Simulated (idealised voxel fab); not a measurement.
Module name: voxel ribs on slabs (process module)
It is cross-section cut that appears here, measuring 270 nm in width, its square cells being 5 nm in size.
In this document a cross-section is written as a grid of square cells. It is given as a series of bands, listed from the top down, and a band is one or more rows of cells.
Top, bottom (nm), then materials left to right with widths (nm); lone material tagged "everywhere" fills the whole band edge to edge; "air" = empty space.
Measure heights from 0. That's the level where, below it, the as-received wafer is all one material. The lowest band is bottomless and extends downward; write it as in "0 down".
Read "30..40" as a graded width: first number on top, second number at the bottom, same change between each pair of neighbouring rows.
You'll sometimes find "nothing changed" written for a step, and that's the way of saying that nowhere in the cross-section did a cell change during that step.
"Closed cavity list" enumerates empty spaces isolated from the top, with no open way to it, that contain at least 8 cells, giving each as width x height at distance from the left edge, all three in nm.
What comes after the settings on a step's line is commentary from the simulator itself on that step.
Among the settings permitted on a step's line is "overlay nm"; applied to a step with a mask, it specifies the extent to which the mask lay to the right of its planned position, whereas a negative figure signifies a position to the left.
Process steps - plan
1) op RECEIVE | material Si
2) op DIRECTIONAL_DEP | material SiO2 | thk nm 20
3) op DIRECTIONAL_DEP | material polySi | thk nm 15
4) op MASKED_ETCH | tone cover | mask id RIB | width nm 20 | etch materials polySi | depth nm 5 | overlay nm 0
5) op DIRECTIONAL_DEP | material aC | thk nm 10
6) op PATTERN | tone cover | mask id SLAB | material resist | width nm 50 | thk nm 25 | overlay nm 0
7) op DIRECTIONAL_ETCH | etch materials aC | depth nm 10
8) op STRIP | etch materials resist
9) op DIRECTIONAL_ETCH | etch materials polySi | depth nm 10
10) op STRIP | etch materials aC
11) op FILL_DEP | material SiO2 | thk nm 25
12) op CMP | height nm 50
13) op DIRECTIONAL_DEP | material W | thk nm 5
14) op DIRECTIONAL_DEP | material aC | thk nm 10
15) op PATTERN | tone cover | mask id HEATER | material resist | width nm 30 | thk nm 30 | overlay nm 0
16) op DIRECTIONAL_ETCH | etch materials aC | depth nm 10
17) op STRIP | etch materials resist
18) op DIRECTIONAL_ETCH | etch materials W | depth nm 5
19) op STRIP | etch materials aC
20) op CONFORMAL_DEP | material SiN | thk nm 10
This is the cross-section of the wafer as we received it, i.e. after step 1
> 0 down  Si everywhere
> Closed cavity list: none
Module complete - cross-section of the first of two wafers, run according to plan
> 65 to 60  110 air, 50 SiN, 110 air
> 60 to 55  SiN everywhere
> 55 to 50  120 SiN, 30 W, 120 SiN
> 50 to 35  SiO2 everywhere
> 35 to 30  125 SiO2, 20 polySi, 125 SiO2
> 30 to 20  110 SiO2, 50 polySi, 110 SiO2
> 20 to 0  SiO2 everywhere
> 0 down  Si everywhere
> Closed cavity list: none
Now the second wafer, cross-sectioned at the end of the module. Nothing different at the start, nothing different in the plan compared with the first, just one mistake when it was actually run
> 65 to 60  110 air, 50 SiN, 110 air
> 60 to 55  SiN everywhere
> 55 to 50  120 SiN, 30 W, 120 SiN
> 50 to 35  SiO2 everywhere
> 35 to 30  130 SiO2, 20 polySi, 120 SiO2
> 30 to 20  110 SiO2, 50 polySi, 110 SiO2
> 20 to 0  SiO2 everywhere
> 0 down  Si everywhere
> Closed cavity list: none
In executing the process, a mistake was made relative to the plan: step 4 did not use the planned setting and instead ran as op MASKED_ETCH | tone cover | mask id RIB | width nm 20 | etch materials polySi | depth nm 5 | overlay nm 5
Same inventory, different map: at the end, the second wafer holds as many cells of each material as the first, placed elsewhere.
